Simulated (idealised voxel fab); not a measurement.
process module | voxel capacitor over wiring
cross-section cut | 255 nm wide | cells 5 nm
A cross-section is a grid of square cells, given in bands from the top down. A band is one or more rows of cells.
Each band's line starts with the height of the band's top and of its bottom, in nm. Then come its materials from left to right, each with its width in nm. One material with "throughout" fills the band from edge to edge. "air" is empty space.
Height 0 is the level under which the wafer as received is all one material. The lowest band goes on downwards, as in "0 down".
A width such as "30 to 40" changes by the same amount from each row of cells to the next, from the band's top row to its bottom row.
"no change" after a step means that no cell of the cross-section changed.
closed voids: empty space of 8 cells or more with no open way to the top, each as width x height at its distance from the left edge, in nm
after a step's settings: what the simulator itself notes on the step
overlay nm, on a step with a mask: how far to the right of its planned place the mask lay; to the left if negative
plan
1 op RECEIVE | material Si
2 op CONFORMAL_DEP | material SiO2 | thk nm 10
3 op DIRECTIONAL_DEP | material TiN | thk nm 5
4 op DIRECTIONAL_DEP | material W | thk nm 25
5 op MASKED_ETCH | tone cover | mask id METAL_1 | width nm 25 | pitch nm 80 | etch materials W | depth nm 25 | overlay nm 0
6 op MASKED_ETCH | tone cover | mask id METAL_1 | width nm 25 | pitch nm 80 | etch materials TiN | depth nm 5 | overlay nm 0
7 op CONFORMAL_DEP | material SiCN | thk nm 5
8 op FILL_DEP | material lowk | thk nm 10
9 op CMP | height nm 40
10 op CONFORMAL_DEP | material SiCN | thk nm 5
11 op DIRECTIONAL_DEP | material lowk | thk nm 15
12 op PATTERN | tone open | mask id PLUG_1 | material resist | width nm 15 | thk nm 20 | overlay nm 0
13 op DIRECTIONAL_ETCH | etch materials lowk | depth nm 15
14 op DIRECTIONAL_ETCH | etch materials SiCN | depth nm 5
15 op STRIP | etch materials resist
16 op CONFORMAL_DEP | material TiN | thk nm 5
17 op FILL_DEP | material Cu | thk nm 10
18 op CMP | height nm 60
19 op DIRECTIONAL_DEP | material TiN | thk nm 5
20 op DIRECTIONAL_DEP | material HfO2 | thk nm 5
21 op DIRECTIONAL_DEP | material TiN | thk nm 5
22 op MASKED_ETCH | tone cover | mask id UPPER_PLATE | width nm 60 | etch materials TiN | depth nm 5 | overlay nm 0
23 op MASKED_ETCH | tone cover | mask id UPPER_PLATE | width nm 60 | etch materials HfO2 | depth nm 5 | overlay nm 0
24 op MASKED_ETCH | tone cover | mask id LOWER_PLATE | width nm 70 | etch materials TiN | depth nm 5 | overlay nm 0
25 op FILL_DEP | material SiO2 | thk nm 15
26 op CMP | height nm 85
27 op MASKED_ETCH | tone open | mask id PLUG_2 | width nm 15 | etch materials SiO2 | depth nm 10 | overlay nm 0
28 op CONFORMAL_DEP | material TiN | thk nm 5
29 op FILL_DEP | material W | thk nm 10
30 op CMP | height nm 85
31 op CONFORMAL_DEP | material SiCN | thk nm 5
as received, after step 1
  0 down: Si throughout
  closed voids: none
first wafer at the end, as planned
  90 to 85: SiCN throughout
  85 to 80: SiO2 95 | TiN 5 | W 5 | TiN 5 | SiO2 145
  80 to 70: SiO2 95 to 85 | TiN 15 to 60 | SiO2 145 to 110
  70 to 65: SiO2 85 | HfO2 60 | SiO2 110
  65 to 60: SiO2 80 | TiN 70 | SiO2 105
  60 to 45: lowk 85 | TiN 5 | Cu 5 | TiN 5 | lowk 155
  45 to 40: SiCN 85 | TiN 15 | SiCN 155
  40 to 15: lowk 70 | SiCN 5 | W 25 | SiCN 5 | lowk 45 | SiCN 5 | W 25 | SiCN 5 | lowk 70
  15 to 10: SiCN 75 | TiN 25 | SiCN 55 | TiN 25 | SiCN 75
  10 to 0: SiO2 throughout
  0 down: Si throughout
  closed voids: none
second wafer at the end: like start, like plan, one mistake
  90 to 85: SiCN throughout
  85 to 80: SiO2 95 | TiN 5 | W 5 | TiN 5 | SiO2 145
  80 to 70: SiO2 95 to 85 | TiN 15 to 60 | SiO2 145 to 110
  70 to 65: SiO2 85 | HfO2 60 | SiO2 110
  65 to 60: SiO2 80 | TiN 70 | SiO2 105
  60 to 55: SiCN 85 | TiN 15 | SiCN 155
  55 to 40: lowk throughout
  40 to 15: lowk 70 | SiCN 5 | W 25 | SiCN 5 | lowk 45 | SiCN 5 | W 25 | SiCN 5 | lowk 70
  15 to 10: SiCN 75 | TiN 25 | SiCN 55 | TiN 25 | SiCN 75
  10 to 0: SiO2 throughout
  0 down: Si throughout
  closed voids: none
what went wrong: steps 10 and 11 were swapped
at the end the second wafer has, in cells: 3 fewer of Cu | 6 fewer of TiN | 9 more of lowk
